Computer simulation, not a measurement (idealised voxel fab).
The name of this process module is voxel ribs on slabs.
Each square cell in cross-section cut measures 5 nm, and the section as a whole is 200 nm wide.
In what follows, cross-sections appear as grids of square cells, described through bands that run from the top down, where every band is one or more rows of cells. Top, bottom (nm), then materials left to right with widths (nm); lone material tagged "edge to edge" fills the whole band edge to edge; "air" = empty space. Where do heights start? At 0: under that level the wafer as delivered is made of one material only. And the lowest band has no floor; it just carries on downward, as in "0 nm and below". Graded width ("30 to 40"): value in top row of band = first number; value in bottom row = second number; row-to-row change constant. No cell of the cross-section changed in a step that is given as "everything unchanged". Basically, "Enclosed internal voids" tells you about the enclosed voids: empty spaces with no open way to the top, 8 cells or bigger, each written width x height at distance, where distance is from the left edge, all in nm. Whatever follows a step's settings on its line is a remark the simulator itself makes about that step. Steps that use a mask can have "overlay nm" on their line. It says how far the mask sat to the right of where it was meant to be. Negative means to the left. From here on the document is pairs. In a pair, the cross-section before one process step comes with the cross-section after it, and the latter goes no deeper than the lowest band that changed. What lies in between, the step and its settings, is written under the pair. A pair may be from a different run of this module on the same starting wafer than the pair above it, so it continues from that pair only where its entry headed "Before processing" says so.

Before processing
0 nm and below | Si edge to edge
Enclosed internal voids: none

Post-Step Section View
30 nm to 0 nm | SiO2 edge to edge
Beneath the level 0, the cross-section is identical to its previous state.
Enclosed internal voids: none
Applied between the two views above: DIRECTIONAL_DEP | material SiO2 | thk nm 30

Before processing: this step begins from the cross-section that the pair just above shows after its step.

Post-Step Section View
45 nm to 30 nm | polySi edge to edge
Beneath the level 30, the cross-section is identical to its previous state.
Enclosed internal voids: none
Applied between the two views above: DIRECTIONAL_DEP | material polySi | thk nm 15

Before processing: this step begins from the cross-section that the pair just above shows after its step.

Post-Step Section View
45 nm to 35 nm | 90 nm air / 15 nm polySi / 95 nm air
Beneath the level 35, the cross-section is identical to its previous state.
Enclosed internal voids: none
Applied between the two views above: MASKED_ETCH | tone cover | mask id RIB | width nm 15 | etch materials polySi | depth nm 10 | overlay nm 0

Before processing: this step begins from the cross-section that the pair just above shows after its step.

Post-Step Section View
60 nm to 45 nm | 70 nm air / 55 nm resist / 75 nm air
45 nm to 35 nm | 70 nm air / 20 nm resist / 15 nm polySi / 20 nm resist / 75 nm air
Beneath the level 35, the cross-section is identical to its previous state.
Enclosed internal voids: none
Applied between the two views above: PATTERN | tone cover | mask id SLAB | material resist | width nm 55 | thk nm 15 | overlay nm 0

Before processing: this step begins from the cross-section that the pair just above shows after its step.

Post-Step Section View
60 nm to 45 nm | 70 nm air / 55 nm resist / 75 nm air
45 nm to 35 nm | 70 nm air / 20 nm resist / 15 nm polySi / 20 nm resist / 75 nm air
35 nm to 30 nm | 70 nm air / 55 nm polySi / 75 nm air
Beneath the level 30, the cross-section is identical to its previous state.
Enclosed internal voids: none
Applied between the two views above: DIRECTIONAL_ETCH | etch materials polySi | depth nm 5

Before processing: this step begins from the cross-section that the pair just above shows after its step.

Post-Step Section View
45 nm to 35 nm | 90 nm air / 15 nm polySi / 95 nm air
Beneath the level 35, the cross-section is identical to its previous state.
Enclosed internal voids: none
Applied between the two views above: STRIP | etch materials resist

Before processing: this step begins from the cross-section that the pair just above shows after its step.

Post-Step Section View
65 nm to 45 nm | SiO2 edge to edge
45 nm to 35 nm | 90 nm SiO2 / 15 nm polySi / 95 nm SiO2
35 nm to 30 nm | 70 nm SiO2 / 55 nm polySi / 75 nm SiO2
Beneath the level 30, the cross-section is identical to its previous state.
Enclosed internal voids: none
Applied between the two views above: FILL_DEP | material SiO2 | thk nm 20

Before processing: this step begins from the cross-section that the pair just above shows after its step.

Post-Step Section View
55 nm to 45 nm | SiO2 edge to edge
Beneath the level 45, the cross-section is identical to its previous state.
Enclosed internal voids: none
Applied between the two views above: CMP | height nm 55

Before processing: this step begins from the cross-section that the pair just above shows after its step.

Post-Step Section View
60 nm to 55 nm | W edge to edge
Beneath the level 55, the cross-section is identical to its previous state.
Enclosed internal voids: none
Applied between the two views above: DIRECTIONAL_DEP | material W | thk nm 5

Before processing: this step begins from the cross-section that the pair just above shows after its step.

Post-Step Section View
60 nm to 55 nm | 85 nm air / 25 nm W / 90 nm air
Beneath the level 55, the cross-section is identical to its previous state.
Enclosed internal voids: none
Applied between the two views above: MASKED_ETCH | tone cover | mask id HEATER | width nm 25 | etch materials W | depth nm 5 | overlay nm 0

Before processing: this step begins from the cross-section that the pair just above shows after its step.

Post-Step Section View
65 nm to 60 nm | 80 nm air / 35 nm SiN / 85 nm air
60 nm to 55 nm | 85 nm SiN / 25 nm W / 90 nm SiN
Beneath the level 55, the cross-section is identical to its previous state.
Enclosed internal voids: none
Applied between the two views above: CONFORMAL_DEP | material SiN | thk nm 5

Before processing
45 nm to 30 nm | polySi edge to edge
30 nm to 0 nm | SiO2 edge to edge
0 nm and below | Si edge to edge
Enclosed internal voids: none

Post-Step Section View
60 nm to 30 nm | polySi edge to edge
Beneath the level 30, the cross-section is identical to its previous state.
Enclosed internal voids: none
Applied between the two views above: DIRECTIONAL_DEP | material polySi | thk nm 15

Before processing: this step begins from the cross-section that the pair just above shows after its step.

Post-Step Section View
60 nm to 50 nm | 90 nm air / 15 nm polySi / 95 nm air
Beneath the level 50, the cross-section is identical to its previous state.
Enclosed internal voids: none
Applied between the two views above: MASKED_ETCH | tone cover | mask id RIB | width nm 15 | etch materials polySi | depth nm 10 | overlay nm 0

Before processing: this step begins from the cross-section that the pair just above shows after its step.

Post-Step Section View
75 nm to 60 nm | 70 nm air / 55 nm resist / 75 nm air
60 nm to 50 nm | 70 nm air / 20 nm resist / 15 nm polySi / 20 nm resist / 75 nm air
Beneath the level 50, the cross-section is identical to its previous state.
Enclosed internal voids: none
Applied between the two views above: PATTERN | tone cover | mask id SLAB | material resist | width nm 55 | thk nm 15 | overlay nm 0

Before processing: this step begins from the cross-section that the pair just above shows after its step.

Post-Step Section View
75 nm to 60 nm | 70 nm air / 55 nm resist / 75 nm air
60 nm to 50 nm | 70 nm air / 20 nm resist / 15 nm polySi / 20 nm resist / 75 nm air
50 nm to 45 nm | 70 nm air / 55 nm polySi / 75 nm air
Beneath the level 45, the cross-section is identical to its previous state.
Enclosed internal voids: none
Applied between the two views above: DIRECTIONAL_ETCH | etch materials polySi | depth nm 5

Before processing: this step begins from the cross-section that the pair just above shows after its step.

Post-Step Section View
60 nm to 50 nm | 90 nm air / 15 nm polySi / 95 nm air
Beneath the level 50, the cross-section is identical to its previous state.
Enclosed internal voids: none
Applied between the two views above: STRIP | etch materials resist

Before processing: this step begins from the cross-section that the pair just above shows after its step.

Post-Step Section View
80 nm to 60 nm | SiO2 edge to edge
60 nm to 50 nm | 90 nm SiO2 / 15 nm polySi / 95 nm SiO2
50 nm to 45 nm | 70 nm SiO2 / 55 nm polySi / 75 nm SiO2
Beneath the level 45, the cross-section is identical to its previous state.
Enclosed internal voids: none
Applied between the two views above: FILL_DEP | material SiO2 | thk nm 20

Before processing: this step begins from the cross-section that the pair just above shows after its step.

Post-Step Section View
55 nm to 45 nm | 90 to 70 nm SiO2 / 15 to 55 nm polySi / 95 to 75 nm SiO2
Beneath the level 45, the cross-section is identical to its previous state.
Enclosed internal voids: none
Applied between the two views above: CMP | height nm 55

Before processing: this step begins from the cross-section that the pair just above shows after its step.

Post-Step Section View
60 nm to 55 nm | W edge to edge
Beneath the level 55, the cross-section is identical to its previous state.
Enclosed internal voids: none
Applied between the two views above: DIRECTIONAL_DEP | material W | thk nm 5

Before processing: this step begins from the cross-section that the pair just above shows after its step.

Post-Step Section View
60 nm to 55 nm | 85 nm air / 25 nm W / 90 nm air
Beneath the level 55, the cross-section is identical to its previous state.
Enclosed internal voids: none
Applied between the two views above: MASKED_ETCH | tone cover | mask id HEATER | width nm 25 | etch materials W | depth nm 5 | overlay nm 0

Before processing: this step begins from the cross-section that the pair just above shows after its step.

Post-Step Section View
65 nm to 60 nm | 80 nm air / 35 nm SiN / 85 nm air
60 nm to 55 nm | 85 nm SiN / 25 nm W / 90 nm SiN
Beneath the level 55, the cross-section is identical to its previous state.
Enclosed internal voids: none
Applied between the two views above: CONFORMAL_DEP | material SiN | thk nm 5

Before processing
0 nm and below | Si edge to edge
Enclosed internal voids: none

Post-Step Section View
15 nm to 0 nm | polySi edge to edge
Beneath the level 0, the cross-section is identical to its previous state.
Enclosed internal voids: none
Applied between the two views above: DIRECTIONAL_DEP | material polySi | thk nm 15

Before processing: this step begins from the cross-section that the pair just above shows after its step.

Post-Step Section View
45 nm to 15 nm | SiO2 edge to edge
Beneath the level 15, the cross-section is identical to its previous state.
Enclosed internal voids: none
Applied between the two views above: DIRECTIONAL_DEP | material SiO2 | thk nm 30

Before processing: this step begins from the cross-section that the pair just above shows after its step.

Post-Step Section View
60 nm to 45 nm | 70 nm air / 55 nm resist / 75 nm air
Beneath the level 45, the cross-section is identical to its previous state.
Enclosed internal voids: none
Applied between the two views above: PATTERN | tone cover | mask id SLAB | material resist | width nm 55 | thk nm 15 | overlay nm 0

Before processing: this step begins from the cross-section that the pair just above shows after its step.

Post-Step Section View
45 nm to 15 nm | SiO2 edge to edge
Beneath the level 15, the cross-section is identical to its previous state.
Enclosed internal voids: none
Applied between the two views above: STRIP | etch materials resist

Before processing: this step begins from the cross-section that the pair just above shows after its step.

Post-Step Section View
65 nm to 15 nm | SiO2 edge to edge
Beneath the level 15, the cross-section is identical to its previous state.
Enclosed internal voids: none
Applied between the two views above: FILL_DEP | material SiO2 | thk nm 20

Before processing: this step begins from the cross-section that the pair just above shows after its step.

Post-Step Section View
55 nm to 15 nm | SiO2 edge to edge
Beneath the level 15, the cross-section is identical to its previous state.
Enclosed internal voids: none
Applied between the two views above: CMP | height nm 55

Before processing: this step begins from the cross-section that the pair just above shows after its step.

Post-Step Section View
60 nm to 55 nm | W edge to edge
Beneath the level 55, the cross-section is identical to its previous state.
Enclosed internal voids: none
Applied between the two views above: DIRECTIONAL_DEP | material W | thk nm 5

Before processing: this step begins from the cross-section that the pair just above shows after its step.

Post-Step Section View
60 nm to 55 nm | 85 nm air / 25 nm W / 90 nm air
Beneath the level 55, the cross-section is identical to its previous state.
Enclosed internal voids: none
Applied between the two views above: MASKED_ETCH | tone cover | mask id HEATER | width nm 25 | etch materials W | depth nm 5 | overlay nm 0

Before processing: this step begins from the cross-section that the pair just above shows after its step.

Post-Step Section View
65 nm to 60 nm | 80 nm air / 35 nm SiN / 85 nm air
60 nm to 55 nm | 85 nm SiN / 25 nm W / 90 nm SiN
Beneath the level 55, the cross-section is identical to its previous state.
Enclosed internal voids: none
Applied between the two views above: CONFORMAL_DEP | material SiN | thk nm 5

Before processing
30 nm to 0 nm | SiO2 edge to edge
0 nm and below | Si edge to edge
Enclosed internal voids: none

Post-Step Section View
50 nm to 30 nm | polySi edge to edge
Beneath the level 30, the cross-section is identical to its previous state.
Enclosed internal voids: none
Applied between the two views above: DIRECTIONAL_DEP | material polySi | thk nm 20

Before processing: this step begins from the cross-section that the pair just above shows after its step.

Post-Step Section View
50 nm to 40 nm | 90 nm air / 15 nm polySi / 95 nm air
Beneath the level 40, the cross-section is identical to its previous state.
Enclosed internal voids: none
Applied between the two views above: MASKED_ETCH | tone cover | mask id RIB | width nm 15 | etch materials polySi | depth nm 10 | overlay nm 0

Before processing: this step begins from the cross-section that the pair just above shows after its step.

Post-Step Section View
65 nm to 50 nm | 70 nm air / 55 nm resist / 75 nm air
50 nm to 40 nm | 70 nm air / 20 nm resist / 15 nm polySi / 20 nm resist / 75 nm air
Beneath the level 40, the cross-section is identical to its previous state.
Enclosed internal voids: none
Applied between the two views above: PATTERN | tone cover | mask id SLAB | material resist | width nm 55 | thk nm 15 | overlay nm 0

Before processing: this step begins from the cross-section that the pair just above shows after its step.

Post-Step Section View
65 nm to 50 nm | 70 nm air / 55 nm resist / 75 nm air
50 nm to 40 nm | 70 nm air / 20 nm resist / 15 nm polySi / 20 nm resist / 75 nm air
40 nm to 35 nm | 70 nm air / 55 nm polySi / 75 nm air
Beneath the level 35, the cross-section is identical to its previous state.
Enclosed internal voids: none
Applied between the two views above: DIRECTIONAL_ETCH | etch materials polySi | depth nm 5

Before processing: this step begins from the cross-section that the pair just above shows after its step.

Post-Step Section View
50 nm to 40 nm | 90 nm air / 15 nm polySi / 95 nm air
Beneath the level 40, the cross-section is identical to its previous state.
Enclosed internal voids: none
Applied between the two views above: STRIP | etch materials resist

Before processing: this step begins from the cross-section that the pair just above shows after its step.

Post-Step Section View
70 nm to 50 nm | SiO2 edge to edge
50 nm to 40 nm | 90 nm SiO2 / 15 nm polySi / 95 nm SiO2
40 nm to 35 nm | 70 nm SiO2 / 55 nm polySi / 75 nm SiO2
Beneath the level 35, the cross-section is identical to its previous state.
Enclosed internal voids: none
Applied between the two views above: FILL_DEP | material SiO2 | thk nm 20

Before processing: this step begins from the cross-section that the pair just above shows after its step.

Post-Step Section View
55 nm to 50 nm | SiO2 edge to edge
Beneath the level 50, the cross-section is identical to its previous state.
Enclosed internal voids: none
Applied between the two views above: CMP | height nm 55

Before processing: this step begins from the cross-section that the pair just above shows after its step.

Post-Step Section View
60 nm to 55 nm | W edge to edge
Beneath the level 55, the cross-section is identical to its previous state.
Enclosed internal voids: none
Applied between the two views above: DIRECTIONAL_DEP | material W | thk nm 5

Before processing: this step begins from the cross-section that the pair just above shows after its step.

Post-Step Section View
60 nm to 55 nm | 85 nm air / 25 nm W / 90 nm air
Beneath the level 55, the cross-section is identical to its previous state.
Enclosed internal voids: none
Applied between the two views above: MASKED_ETCH | tone cover | mask id HEATER | width nm 25 | etch materials W | depth nm 5 | overlay nm 0

Before processing: this step begins from the cross-section that the pair just above shows after its step.

Post-Step Section View
65 nm to 60 nm | 80 nm air / 35 nm SiN / 85 nm air
60 nm to 55 nm | 85 nm SiN / 25 nm W / 90 nm SiN
Beneath the level 55, the cross-section is identical to its previous state.
Enclosed internal voids: none
Applied between the two views above: CONFORMAL_DEP | material SiN | thk nm 5

Before processing
60 nm to 55 nm | W edge to edge
55 nm to 45 nm | SiO2 edge to edge
45 nm to 35 nm | 90 nm SiO2 / 15 nm polySi / 95 nm SiO2
35 nm to 30 nm | 70 nm SiO2 / 55 nm polySi / 75 nm SiO2
30 nm to 0 nm | SiO2 edge to edge
0 nm and below | Si edge to edge
Enclosed internal voids: none

Post-Step Section View
60 nm to 55 nm | 90 nm air / 15 nm W / 95 nm air
Beneath the level 55, the cross-section is identical to its previous state.
Enclosed internal voids: none
Applied between the two views above: MASKED_ETCH | tone cover | mask id HEATER | width nm 15 | etch materials W | depth nm 5 | overlay nm 0

Before processing: this step begins from the cross-section that the pair just above shows after its step.

Post-Step Section View
65 nm to 60 nm | 85 nm air / 25 nm SiN / 90 nm air
60 nm to 55 nm | 90 nm SiN / 15 nm W / 95 nm SiN
Beneath the level 55, the cross-section is identical to its previous state.
Enclosed internal voids: none
Applied between the two views above: CONFORMAL_DEP | material SiN | thk nm 5

Before processing
45 nm to 30 nm | polySi edge to edge
30 nm to 0 nm | SiO2 edge to edge
0 nm and below | Si edge to edge
Enclosed internal voids: none

Post-Step Section View
45 nm to 35 nm | 80 nm air / 15 nm polySi / 105 nm air
Beneath the level 35, the cross-section is identical to its previous state.
Enclosed internal voids: none
Applied between the two views above: MASKED_ETCH | tone cover | mask id RIB | width nm 15 | etch materials polySi | depth nm 10 | overlay nm -10

Before processing: this step begins from the cross-section that the pair just above shows after its step.

Post-Step Section View
60 nm to 45 nm | 70 nm air / 55 nm resist / 75 nm air
45 nm to 35 nm | 70 nm air / 10 nm resist / 15 nm polySi / 30 nm resist / 75 nm air
Beneath the level 35, the cross-section is identical to its previous state.
Enclosed internal voids: none
Applied between the two views above: PATTERN | tone cover | mask id SLAB | material resist | width nm 55 | thk nm 15 | overlay nm 0

Before processing: this step begins from the cross-section that the pair just above shows after its step.

Post-Step Section View
60 nm to 45 nm | 70 nm air / 55 nm resist / 75 nm air
45 nm to 35 nm | 70 nm air / 10 nm resist / 15 nm polySi / 30 nm resist / 75 nm air
35 nm to 30 nm | 70 nm air / 55 nm polySi / 75 nm air
Beneath the level 30, the cross-section is identical to its previous state.
Enclosed internal voids: none
Applied between the two views above: DIRECTIONAL_ETCH | etch materials polySi | depth nm 5

Before processing: this step begins from the cross-section that the pair just above shows after its step.

Post-Step Section View
45 nm to 35 nm | 80 nm air / 15 nm polySi / 105 nm air
Beneath the level 35, the cross-section is identical to its previous state.
Enclosed internal voids: none
Applied between the two views above: STRIP | etch materials resist

Before processing: this step begins from the cross-section that the pair just above shows after its step.

Post-Step Section View
65 nm to 45 nm | SiO2 edge to edge
45 nm to 35 nm | 80 nm SiO2 / 15 nm polySi / 105 nm SiO2
35 nm to 30 nm | 70 nm SiO2 / 55 nm polySi / 75 nm SiO2
Beneath the level 30, the cross-section is identical to its previous state.
Enclosed internal voids: none
Applied between the two views above: FILL_DEP | material SiO2 | thk nm 20

Before processing: this step begins from the cross-section that the pair just above shows after its step.

Post-Step Section View
55 nm to 45 nm | SiO2 edge to edge
Beneath the level 45, the cross-section is identical to its previous state.
Enclosed internal voids: none
Applied between the two views above: CMP | height nm 55

Before processing: this step begins from the cross-section that the pair just above shows after its step.

Post-Step Section View
60 nm to 55 nm | W edge to edge
Beneath the level 55, the cross-section is identical to its previous state.
Enclosed internal voids: none
Applied between the two views above: DIRECTIONAL_DEP | material W | thk nm 5

Before processing: this step begins from the cross-section that the pair just above shows after its step.

Post-Step Section View
60 nm to 55 nm | 85 nm air / 25 nm W / 90 nm air
Beneath the level 55, the cross-section is identical to its previous state.
Enclosed internal voids: none
Applied between the two views above: MASKED_ETCH | tone cover | mask id HEATER | width nm 25 | etch materials W | depth nm 5 | overlay nm 0

Before processing: this step begins from the cross-section that the pair just above shows after its step.

Post-Step Section View
65 nm to 60 nm | 80 nm air / 35 nm SiN / 85 nm air
60 nm to 55 nm | 85 nm SiN / 25 nm W / 90 nm SiN
Beneath the level 55, the cross-section is identical to its previous state.
Enclosed internal voids: none
Applied between the two views above: CONFORMAL_DEP | material SiN | thk nm 5

Before processing
55 nm to 45 nm | SiO2 edge to edge
45 nm to 35 nm | 90 nm SiO2 / 15 nm polySi / 95 nm SiO2
35 nm to 30 nm | 70 nm SiO2 / 55 nm polySi / 75 nm SiO2
30 nm to 0 nm | SiO2 edge to edge
0 nm and below | Si edge to edge
Enclosed internal voids: none

Post-Step Section View
60 nm to 55 nm | SiN edge to edge
Beneath the level 55, the cross-section is identical to its previous state.
Enclosed internal voids: none
Applied between the two views above: DIRECTIONAL_DEP | material SiN | thk nm 5

Before processing: this step begins from the cross-section that the pair just above shows after its step.

Post-Step Section View
65 nm to 55 nm | SiN edge to edge
Beneath the level 55, the cross-section is identical to its previous state.
Enclosed internal voids: none
Applied between the two views above: CONFORMAL_DEP | material SiN | thk nm 5

Before processing
45 nm to 30 nm | polySi edge to edge
30 nm to 0 nm | SiO2 edge to edge
0 nm and below | Si edge to edge
Enclosed internal voids: none

Post-Step Section View
45 nm to 35 nm | 90 nm polySi / 15 nm air / 95 nm polySi
Beneath the level 35, the cross-section is identical to its previous state.
Enclosed internal voids: none
Applied between the two views above: MASKED_ETCH | tone open | mask id RIB | width nm 15 | etch materials polySi | depth nm 10 | overlay nm 0

Before processing: this step begins from the cross-section that the pair just above shows after its step.

Post-Step Section View
60 nm to 45 nm | 70 nm air / 55 nm resist / 75 nm air
45 nm to 35 nm | 90 nm polySi / 15 nm resist / 95 nm polySi
Beneath the level 35, the cross-section is identical to its previous state.
Enclosed internal voids: none
Applied between the two views above: PATTERN | tone cover | mask id SLAB | material resist | width nm 55 | thk nm 15 | overlay nm 0

Before processing: this step begins from the cross-section that the pair just above shows after its step.

Post-Step Section View
60 nm to 45 nm | 70 nm air / 55 nm resist / 75 nm air
45 nm to 40 nm | 70 nm air / 20 nm polySi / 15 nm resist / 20 nm polySi / 75 nm air
Beneath the level 40, the cross-section is identical to its previous state.
Enclosed internal voids: none
Applied between the two views above: DIRECTIONAL_ETCH | etch materials polySi | depth nm 5

Before processing: this step begins from the cross-section that the pair just above shows after its step.

Post-Step Section View
45 nm to 40 nm | 70 nm air / 20 nm polySi / 15 nm air / 20 nm polySi / 75 nm air
40 nm to 35 nm | 90 nm polySi / 15 nm air / 95 nm polySi
Beneath the level 35, the cross-section is identical to its previous state.
Enclosed internal voids: none
Applied between the two views above: STRIP | etch materials resist

Before processing: this step begins from the cross-section that the pair just above shows after its step.

Post-Step Section View
65 nm to 45 nm | SiO2 edge to edge
45 nm to 40 nm | 70 nm SiO2 / 20 nm polySi / 15 nm SiO2 / 20 nm polySi / 75 nm SiO2
40 nm to 35 nm | 90 nm polySi / 15 nm SiO2 / 95 nm polySi
Beneath the level 35, the cross-section is identical to its previous state.
Enclosed internal voids: none
Applied between the two views above: FILL_DEP | material SiO2 | thk nm 20

Before processing: this step begins from the cross-section that the pair just above shows after its step.

Post-Step Section View
55 nm to 45 nm | SiO2 edge to edge
Beneath the level 45, the cross-section is identical to its previous state.
Enclosed internal voids: none
Applied between the two views above: CMP | height nm 55

Before processing: this step begins from the cross-section that the pair just above shows after its step.

Post-Step Section View
60 nm to 55 nm | W edge to edge
Beneath the level 55, the cross-section is identical to its previous state.
Enclosed internal voids: none
Applied between the two views above: DIRECTIONAL_DEP | material W | thk nm 5

Before processing: this step begins from the cross-section that the pair just above shows after its step.

Post-Step Section View
60 nm to 55 nm | 85 nm air / 25 nm W / 90 nm air
Beneath the level 55, the cross-section is identical to its previous state.
Enclosed internal voids: none
Applied between the two views above: MASKED_ETCH | tone cover | mask id HEATER | width nm 25 | etch materials W | depth nm 5 | overlay nm 0

Before processing: this step begins from the cross-section that the pair just above shows after its step.

Post-Step Section View
65 nm to 60 nm | 80 nm air / 35 nm SiN / 85 nm air
60 nm to 55 nm | 85 nm SiN / 25 nm W / 90 nm SiN
Beneath the level 55, the cross-section is identical to its previous state.
Enclosed internal voids: none
Applied between the two views above: CONFORMAL_DEP | material SiN | thk nm 5
